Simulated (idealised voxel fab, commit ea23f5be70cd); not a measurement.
The document below concerns the process module designated voxel transistor to metal.
It is cross-section cut that appears here, measuring 190 nm in width, its square cells being 5 nm in size.
A cross-section is a grid of square cells, given in bands from the top down. A band is one or more rows of cells.
Band: top height; bottom height; in nm. Then, left to right: material with width in nm, for each material. "all across": a single material spanning edge to edge. "blank": empty space.
Measure heights from 0. That's the level where, below it, the as-received wafer is all one material. The lowest band is bottomless and extends downward; write it as in "0 -> down".
Top row gets the first number, bottom row gets the second, and each row in between changes by the same step: that is how a band width like "30..40" works.
What does "nothing got changed" mean for a step? It means no cell of the cross-section changed in that step.
The entry titled "Closed cavity list" provides the empty spaces that have no open way to the top, restricted to those of 8 cells or more. Each is presented as width x height at distance, the distance being measured from the left edge, with all three in nm.
Read whatever lies past the settings on a step's line as the simulator's own remark about the step.
"overlay nm" denotes, for a step that has a mask, the displacement of the mask to the right of its planned place, with negative values corresponding to the left.
## This section lists the process steps that were planned
1) RECEIVE (material Si)
2) OXIDIZE (depth nm 5)
3) CONFORMAL_DEP (material SiN; thk nm 10)
4) PATTERN (tone cover; mask id ACTIVE; material resist; width nm 120; thk nm 20; overlay nm 0)
5) DIRECTIONAL_ETCH (etch materials SiN; depth nm 10)
6) DIRECTIONAL_ETCH (etch materials SiO2; depth nm 5)
7) DIRECTIONAL_ETCH (etch materials Si; depth nm 20)
8) STRIP (etch materials resist)
9) FILL_DEP (material SiO2; thk nm 15)
10) CMP (height nm 10)
11) SELECTIVE_ETCH (etch materials SiO2; depth nm 5)
12) STRIP (etch materials SiN)
13) SELECTIVE_ETCH (etch materials SiO2; depth nm 5)
14) OXIDIZE (depth nm 5)
15) DIRECTIONAL_DEP (material polySi; thk nm 20)
16) DIRECTIONAL_DEP (material SiCN; thk nm 10)
17) DIRECTIONAL_DEP (material aC; thk nm 15)
18) PATTERN (tone cover; mask id GATE; material resist; width nm 30; thk nm 30; overlay nm 0)
19) DIRECTIONAL_ETCH (etch materials aC; depth nm 15)
20) STRIP (etch materials resist)
21) DIRECTIONAL_ETCH (etch materials SiCN; depth nm 20)
22) DIRECTIONAL_ETCH (etch materials polySi; depth nm 30)
23) STRIP (etch materials aC)
24) CONFORMAL_DEP (material SiN; thk nm 5)
25) DIRECTIONAL_ETCH (etch materials SiN; depth nm 5)
26) DIRECTIONAL_ETCH (etch materials SiO2; depth nm 5)
27) DIRECTIONAL_ETCH (etch materials Si; depth nm 10)
28) EPI (material pSi; thk nm 10)
29) FILL_DEP (material SiO2; thk nm 5)
30) CMP (height nm 15)
31) STRIP (etch materials polySi)
32) SELECTIVE_ETCH (etch materials SiO2; depth nm 5)
33) CONFORMAL_DEP (material HfO2; thk nm 5)
34) CONFORMAL_DEP (material TiN; thk nm 5)
35) FILL_DEP (material W; thk nm 5)
36) CMP (height nm 10)
37) DIRECTIONAL_DEP (material SiO2; thk nm 10)
38) PATTERN (tone open; mask id CONTACT; material resist; width nm 15; pitch nm 85; thk nm 20; overlay nm 0)
39) DIRECTIONAL_ETCH (etch materials SiO2; depth nm 30)
40) STRIP (etch materials resist)
41) CONFORMAL_DEP (material TiN; thk nm 5)
42) FILL_DEP (material W; thk nm 5)
43) CMP (height nm 20)
44) CONFORMAL_DEP (material SiCN; thk nm 5)
45) DIRECTIONAL_DEP (material SiO2; thk nm 15)
46) PATTERN (tone open; mask id METAL_1; material resist; width nm 15; pitch nm 85; thk nm 20; overlay nm 0)
47) DIRECTIONAL_ETCH (etch materials SiO2; depth nm 15)
48) DIRECTIONAL_ETCH (etch materials SiCN; depth nm 5)
49) STRIP (etch materials resist)
50) CONFORMAL_DEP (material TiN; thk nm 5)
51) FILL_DEP (material W; thk nm 5)
52) CMP (height nm 40)
53) CONFORMAL_DEP (material SiCN; thk nm 5)
54) DIRECTIONAL_DEP (material lowk; thk nm 25)
55) DIRECTIONAL_DEP (material aC; thk nm 15)
56) PATTERN (tone open; mask id METAL_2; material resist; width nm 15; pitch nm 85; thk nm 30; overlay nm 0)
57) DIRECTIONAL_ETCH (etch materials aC; depth nm 15)
58) STRIP (etch materials resist)
59) DIRECTIONAL_ETCH (etch materials lowk; depth nm 15)
60) STRIP (etch materials aC)
61) PATTERN (tone open; mask id METAL_2_HOLES; material resist; width nm 15; pitch nm 85; thk nm 20; overlay nm 0)
62) DIRECTIONAL_ETCH (etch materials lowk; depth nm 10)
63) DIRECTIONAL_ETCH (etch materials SiCN; depth nm 5)
64) STRIP (etch materials resist)
65) CONFORMAL_DEP (material TiN; thk nm 5)
66) FILL_DEP (material Cu; thk nm 10)
67) CMP (height nm 70)
68) CONFORMAL_DEP (material SiN; thk nm 5)
## Shown in cross-section is the wafer as received, that is, as it stands after step 1
> 0 -> down | Si all across
> Closed cavity list: none
## The first of the two wafers as seen in cross-section once the module was finished; processing followed the plan
> 75 -> 70 | SiN all across
> 70 -> 45 | lowk=45  TiN=5  Cu=5  TiN=5  lowk=70  TiN=5  Cu=5  TiN=5  lowk=45
> 45 -> 40 | SiCN=45  TiN=15  SiCN=70  TiN=15  SiCN=45
> 40 -> 25 | SiO2=45  TiN=5  W=5  TiN=5  SiO2=70  TiN=5  W=5  TiN=5  SiO2=45
> 25 -> 20 | SiCN=45  TiN=15  SiCN=70  TiN=15  SiCN=45
> 20 -> 10 | SiO2=45  TiN=5  W=5  TiN=5  SiO2=70  TiN=5  W=5  TiN=5  SiO2=45
> 10 -> 0 | SiO2=45  TiN=5  W=5  TiN=5  SiO2=15  SiN=5  HfO2=5  TiN=5  W=10  TiN=5  HfO2=5  SiN=5  SiO2=15  TiN=5  W=5  TiN=5  SiO2=45
> 0 -> -5 | SiO2=30  SiN=5  SiO2=10  TiN=5  W=5  TiN=5  SiO2=5  pSi=10  SiN=5  HfO2=5  TiN=20  HfO2=5  SiN=5  pSi=10  SiO2=5  TiN=5  W=5  TiN=5  SiO2=10  SiN=5  SiO2=30
> -5 -> -10 | SiO2=45  TiN=15  SiO2=5  pSi=10  HfO2=40  pSi=10  SiO2=5  TiN=15  SiO2=45
> -10 -> -20 | SiO2=35  pSi=40  Si=40  pSi=40  SiO2=35
> -20 -> -25 | SiO2=35  Si=120  SiO2=35
> -25 -> down | Si all across
> Closed cavity list: none
## Cross-section of the latter of the two wafers at module completion. It had an identical start and an identical plan to the former; in running it, one mistake was made
> 90 -> 85 | SiN all across
> 85 -> 75 | Cu all across
> 75 -> 70 | TiN=50  Cu=5  TiN=80  Cu=5  TiN=50
> 70 -> 45 | lowk=45  TiN=5  Cu=5  TiN=5  lowk=70  TiN=5  Cu=5  TiN=5  lowk=45
> 45 -> 40 | SiCN=45  TiN=15  SiCN=70  TiN=15  SiCN=45
> 40 -> 25 | SiO2=45  TiN=5  W=5  TiN=5  SiO2=70  TiN=5  W=5  TiN=5  SiO2=45
> 25 -> 20 | SiCN=45  TiN=15  SiCN=70  TiN=15  SiCN=45
> 20 -> 10 | SiO2=45  TiN=5  W=5  TiN=5  SiO2=70  TiN=5  W=5  TiN=5  SiO2=45
> 10 -> 0 | SiO2=45  TiN=5  W=5  TiN=5  SiO2=15  SiN=5  HfO2=5  TiN=5  W=10  TiN=5  HfO2=5  SiN=5  SiO2=15  TiN=5  W=5  TiN=5  SiO2=45
> 0 -> -5 | SiO2=30  SiN=5  SiO2=10  TiN=5  W=5  TiN=5  SiO2=5  pSi=10  SiN=5  HfO2=5  TiN=20  HfO2=5  SiN=5  pSi=10  SiO2=5  TiN=5  W=5  TiN=5  SiO2=10  SiN=5  SiO2=30
> -5 -> -10 | SiO2=45  TiN=15  SiO2=5  pSi=10  HfO2=40  pSi=10  SiO2=5  TiN=15  SiO2=45
> -10 -> -20 | SiO2=35  pSi=40  Si=40  pSi=40  SiO2=35
> -20 -> -25 | SiO2=35  Si=120  SiO2=35
> -25 -> down | Si all across
> Closed cavity list: none
What was done differently from what was planned? step 67 in the plan did not get run; it was skipped
Per the end-of-run cell counts, the second wafer holds more or fewer of some materials than the first: +78 Cu; +36 TiN
